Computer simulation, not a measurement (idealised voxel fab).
Name of the process module below: voxel air gaps
For reference, the cross-section in this document is cut, with width 155 nm and square cells of 5 nm.
Cross-sections here: square-cell grids, written as top-down lists of bands, a band being one or more rows of cells. Band entry format. Leading values: height of top, height of bottom, nm. Remainder: materials in left-to-right order, each with its width in nm. Special words: "edge to edge" on a single material, which then fills the band edge to edge; "empty", empty space. Heights are measured from 0, the level below which the as-received wafer is all one material; the lowest band has no bottom and continues downward, written as in "0 nm and below". Quick explanation for "30 to 40": the width changes in equal steps down the rows of cells, from the first number in the band's top row to the second number in its bottom row. It should be understood that the words "remains unaltered", when stated for a given step, signify that the cross-section underwent no change in any of its cells during that step. If an empty space has no open way to the top and is at least 8 cells in size, "Sealed void listing" lists it, written width x height at distance, where distance is measured from the left edge and every value is in nm. Heads up: the bit after the settings on a step's line is the simulator's remark on that step. A step line may carry the setting "overlay nm", which, for steps involving a mask, states the distance by which the mask lay to the right of its intended position; negative values denote displacement to the left.
# These are the steps we planned for the process
1: op RECEIVE | material Si
2: op CONFORMAL_DEP | material SiO2 | thk nm 15
3: op CONFORMAL_DEP | material SiCN | thk nm 5
4: op DIRECTIONAL_DEP | material lowk | thk nm 35
5: op PATTERN | tone open | mask id LINES | material resist | width nm 15 | pitch nm 40 | thk nm 15 | overlay nm 0
6: op DIRECTIONAL_ETCH | etch materials lowk | depth nm 35
7: op STRIP | etch materials resist
8: op CONFORMAL_DEP | material TiN | thk nm 5
9: op FILL_DEP | material W | thk nm 5
10: op CMP | height nm 55
11: op EPI | material Ru | thk nm 10
12: op SELECTIVE_ETCH | etch materials lowk | depth nm 45
13: op CONFORMAL_DEP | material SiCN | thk nm 5
# First of two wafers, processed according to plan
# As-received wafer cross-section (after step 1)
- 0 nm and below: Si edge to edge
- Sealed void listing: none
# Step 2 done - wafer cross-section
- 15 nm to 0 nm: SiO2 edge to edge
- Below 0, no change.
# Step 3 done - wafer cross-section
- 20 nm to 15 nm: SiCN edge to edge
- Below 15, no change.
# Step 4 done - wafer cross-section
- 55 nm to 20 nm: lowk edge to edge
- Below 20, no change.
# Step 5 done - wafer cross-section
- 70 nm to 55 nm: 30 of resist / 15 of empty / 25 of resist / 15 of empty / 25 of resist / 15 of empty / 30 of resist
- Below 55, no change.
# Step 6 done - wafer cross-section
- 70 nm to 55 nm: 30 of resist / 15 of empty / 25 of resist / 15 of empty / 25 of resist / 15 of empty / 30 of resist
- 55 nm to 20 nm: 30 of lowk / 15 of empty / 25 of lowk / 15 of empty / 25 of lowk / 15 of empty / 30 of lowk
- Below 20, no change.
# Step 7 done - wafer cross-section
- 55 nm to 20 nm: 30 of lowk / 15 of empty / 25 of lowk / 15 of empty / 25 of lowk / 15 of empty / 30 of lowk
- Below 20, no change.
# Step 8 done - wafer cross-section
- 60 nm to 55 nm: 35 of TiN / 5 of empty / 35 of TiN / 5 of empty / 35 of TiN / 5 of empty / 35 of TiN
- 55 nm to 25 nm: 30 of lowk / 5 of TiN / 5 of empty / 5 of TiN / 25 of lowk / 5 of TiN / 5 of empty / 5 of TiN / 25 of lowk / 5 of TiN / 5 of empty / 5 of TiN / 30 of lowk
- 25 nm to 20 nm: 30 of lowk / 15 of TiN / 25 of lowk / 15 of TiN / 25 of lowk / 15 of TiN / 30 of lowk
- Below 20, no change.
# Step 9 done - wafer cross-section
- 65 nm to 60 nm: W edge to edge
- 60 nm to 55 nm: 35 of TiN / 5 of W / 35 of TiN / 5 of W / 35 of TiN / 5 of W / 35 of TiN
- 55 nm to 25 nm: 30 of lowk / 5 of TiN / 5 of W / 5 of TiN / 25 of lowk / 5 of TiN / 5 of W / 5 of TiN / 25 of lowk / 5 of TiN / 5 of W / 5 of TiN / 30 of lowk
- Below 25, no change.
# Step 10 done - wafer cross-section
- 55 nm to 25 nm: 30 of lowk / 5 of TiN / 5 of W / 5 of TiN / 25 of lowk / 5 of TiN / 5 of W / 5 of TiN / 25 of lowk / 5 of TiN / 5 of W / 5 of TiN / 30 of lowk
- Below 25, no change.
# Step 11 done - wafer cross-section
- 65 nm to 55 nm: 20 of empty / 35 of Ru / 5 of empty / 35 of Ru / 5 of empty / 35 of Ru / 20 of empty
- Below 55, no change.
# Step 12 done - wafer cross-section
- 65 nm to 55 nm: 20 of empty / 35 of Ru / 5 of empty / 35 of Ru / 5 of empty / 35 of Ru / 20 of empty
- 55 nm to 25 nm: 30 of empty / 5 of TiN / 5 of W / 5 of TiN / 25 of empty / 5 of TiN / 5 of W / 5 of TiN / 25 of empty / 5 of TiN / 5 of W / 5 of TiN / 30 of empty
- 25 nm to 20 nm: 30 of empty / 15 of TiN / 25 of empty / 15 of TiN / 25 of empty / 15 of TiN / 30 of empty
- Below 20, no change.
# Step 13 done - wafer cross-section
- 70 nm to 65 nm: 15 of empty / 125 of SiCN / 15 of empty
- 65 nm to 55 nm: 15 of empty / 5 of SiCN / 35 of Ru / 5 of SiCN / 35 of Ru / 5 of SiCN / 35 of Ru / 5 of SiCN / 15 of empty
- 55 nm to 50 nm: 15 of empty / 15 of SiCN / 5 of TiN / 5 of W / 5 of TiN / 25 of SiCN / 5 of TiN / 5 of W / 5 of TiN / 25 of SiCN / 5 of TiN / 5 of W / 5 of TiN / 15 of SiCN / 15 of empty
- 50 nm to 25 nm: 25 of empty / 5 of SiCN / 5 of TiN / 5 of W / 5 of TiN / 5 of SiCN / 15 of empty / 5 of SiCN / 5 of TiN / 5 of W / 5 of TiN / 5 of SiCN / 15 of empty / 5 of SiCN / 5 of TiN / 5 of W / 5 of TiN / 5 of SiCN / 25 of empty
- 25 nm to 20 nm: 30 of SiCN / 15 of TiN / 25 of SiCN / 15 of TiN / 25 of SiCN / 15 of TiN / 30 of SiCN
- Below 20, no change.
- Sealed void listing: 15 x 25 at 50; 15 x 25 at 90
# Second Wafer (Identical Start and Plan, One Processing Error; Matches First Wafer Through Step 1)
# What the second wafer looks like in cross-section when step 2 should have wrapped up
- 15 nm to 0 nm: SiCN edge to edge
- Below 0, no change.
# What the second wafer looks like in cross-section when step 3 should have wrapped up
- 20 nm to 0 nm: SiCN edge to edge
- Below 0, no change.
# What the second wafer looks like in cross-section when step 4 should have wrapped up
- 55 nm to 20 nm: lowk edge to edge
- Below 20, no change.
# What the second wafer looks like in cross-section when step 5 should have wrapped up
- 70 nm to 55 nm: 30 of resist / 15 of empty / 25 of resist / 15 of empty / 25 of resist / 15 of empty / 30 of resist
- Below 55, no change.
# What the second wafer looks like in cross-section when step 6 should have wrapped up
- 70 nm to 55 nm: 30 of resist / 15 of empty / 25 of resist / 15 of empty / 25 of resist / 15 of empty / 30 of resist
- 55 nm to 20 nm: 30 of lowk / 15 of empty / 25 of lowk / 15 of empty / 25 of lowk / 15 of empty / 30 of lowk
- Below 20, no change.
# What the second wafer looks like in cross-section when step 7 should have wrapped up
- 55 nm to 20 nm: 30 of lowk / 15 of empty / 25 of lowk / 15 of empty / 25 of lowk / 15 of empty / 30 of lowk
- Below 20, no change.
# What the second wafer looks like in cross-section when step 8 should have wrapped up
- 60 nm to 55 nm: 35 of TiN / 5 of empty / 35 of TiN / 5 of empty / 35 of TiN / 5 of empty / 35 of TiN
- 55 nm to 25 nm: 30 of lowk / 5 of TiN / 5 of empty / 5 of TiN / 25 of lowk / 5 of TiN / 5 of empty / 5 of TiN / 25 of lowk / 5 of TiN / 5 of empty / 5 of TiN / 30 of lowk
- 25 nm to 20 nm: 30 of lowk / 15 of TiN / 25 of lowk / 15 of TiN / 25 of lowk / 15 of TiN / 30 of lowk
- Below 20, no change.
# What the second wafer looks like in cross-section when step 9 should have wrapped up
- 65 nm to 60 nm: W edge to edge
- 60 nm to 55 nm: 35 of TiN / 5 of W / 35 of TiN / 5 of W / 35 of TiN / 5 of W / 35 of TiN
- 55 nm to 25 nm: 30 of lowk / 5 of TiN / 5 of W / 5 of TiN / 25 of lowk / 5 of TiN / 5 of W / 5 of TiN / 25 of lowk / 5 of TiN / 5 of W / 5 of TiN / 30 of lowk
- Below 25, no change.
# What the second wafer looks like in cross-section when step 10 should have wrapped up
- 55 nm to 25 nm: 30 of lowk / 5 of TiN / 5 of W / 5 of TiN / 25 of lowk / 5 of TiN / 5 of W / 5 of TiN / 25 of lowk / 5 of TiN / 5 of W / 5 of TiN / 30 of lowk
- Below 25, no change.
# What the second wafer looks like in cross-section when step 11 should have wrapped up
- 65 nm to 55 nm: 20 of empty / 35 of Ru / 5 of empty / 35 of Ru / 5 of empty / 35 of Ru / 20 of empty
- Below 55, no change.
# What the second wafer looks like in cross-section when step 12 should have wrapped up
- 65 nm to 55 nm: 20 of empty / 35 of Ru / 5 of empty / 35 of Ru / 5 of empty / 35 of Ru / 20 of empty
- 55 nm to 25 nm: 30 of empty / 5 of TiN / 5 of W / 5 of TiN / 25 of empty / 5 of TiN / 5 of W / 5 of TiN / 25 of empty / 5 of TiN / 5 of W / 5 of TiN / 30 of empty
- 25 nm to 20 nm: 30 of empty / 15 of TiN / 25 of empty / 15 of TiN / 25 of empty / 15 of TiN / 30 of empty
- Below 20, no change.
# What the second wafer looks like in cross-section when step 13 should have wrapped up
- 70 nm to 65 nm: 15 of empty / 125 of SiCN / 15 of empty
- 65 nm to 55 nm: 15 of empty / 5 of SiCN / 35 of Ru / 5 of SiCN / 35 of Ru / 5 of SiCN / 35 of Ru / 5 of SiCN / 15 of empty
- 55 nm to 50 nm: 15 of empty / 15 of SiCN / 5 of TiN / 5 of W / 5 of TiN / 25 of SiCN / 5 of TiN / 5 of W / 5 of TiN / 25 of SiCN / 5 of TiN / 5 of W / 5 of TiN / 15 of SiCN / 15 of empty
- 50 nm to 25 nm: 25 of empty / 5 of SiCN / 5 of TiN / 5 of W / 5 of TiN / 5 of SiCN / 15 of empty / 5 of SiCN / 5 of TiN / 5 of W / 5 of TiN / 5 of SiCN / 15 of empty / 5 of SiCN / 5 of TiN / 5 of W / 5 of TiN / 5 of SiCN / 25 of empty
- 25 nm to 20 nm: 30 of SiCN / 15 of TiN / 25 of SiCN / 15 of TiN / 25 of SiCN / 15 of TiN / 30 of SiCN
- Below 20, no change.
- Sealed void listing: 15 x 25 at 50; 15 x 25 at 90
Deviation noted in wafer processing: planned and actual differ for step 2; actual: op CONFORMAL_DEP | material SiCN | thk nm 15
Counted in cells at the end, the second wafer holds more or fewer of these materials than the first: SiCN: 93 more | SiO2: 93 fewer
